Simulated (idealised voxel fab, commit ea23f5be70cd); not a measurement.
The following process module bears the name voxel tone inversion.
The figure presents cross-section cut, which has a width of 300 nm and is divided into square cells with an edge length of 5 nm.
For the purposes of this document, a cross-section shall be understood as a grid of square cells, specified as bands listed in top-to-bottom order, each band consisting of one or more rows of cells.
The band entry comprises the height of the band's top followed by the height of its bottom, expressed in nm, and subsequently the band's materials from left to right, each stated together with its width in nm. Where a single material is marked with the word "full width", that material fills the band from edge to edge. The word "empty" represents empty space.
A quick word on heights: they are counted from 0, and under that level the wafer as it came to us is one material throughout. The lowest band is different from the rest in having no bottom; it simply continues downward, written as in "0 -> down".
Quick explanation for "30..40": the width changes in equal steps down the rows of cells, from the first number in the band's top row to the second number in its bottom row.
What does "nothing different" mean for a step? It means no cell of the cross-section changed in that step.
Under "Fully sealed cavities" you'll find the enclosed gaps, the ones with no way out to the top, that are 8 cells or bigger; each reads width x height at distance, with distance counted from the left edge, everything in nm.
That trailing text on a step's line, after the settings, is the simulator's own remark on the step.
overlay nm: for a step with a mask, the amount by which the mask lay right of where it was planned; a negative amount means left of it.

The process steps that were planned are listed below:
1. RECEIVE | material Si
2. CONFORMAL_DEP | material SiCN | thk nm 5
3. DIRECTIONAL_DEP | material polySi | thk nm 15
4. PATTERN | tone cover | mask id POSTS | material resist | width nm 20 | pitch nm 40 | thk nm 25 | overlay nm 0
5. DIRECTIONAL_ETCH | etch materials polySi | depth nm 15
6. STRIP | etch materials resist
7. FILL_DEP | material SiO2 | thk nm 5
8. CMP | height nm 20
9. STRIP | etch materials polySi

Shown in cross-section is the wafer as received, that is, as it stands after step 1:
    0 -> down | Si full width
    Fully sealed cavities: none

End-of-module cross-section. Starting structure and process plan as above; one mistake made in running it:
    20 -> 5 | SiO2 125 nm / empty 20 nm / SiO2 20 nm / empty 20 nm / SiO2 115 nm
    5 -> 0 | SiCN full width
    0 -> down | Si full width
    Fully sealed cavities: none
Deviation from plan: planned and actual differ for step 4; actual: PATTERN | tone cover | mask id POSTS | material resist | width nm 20 | pitch nm 40 | thk nm 25 | overlay nm 5
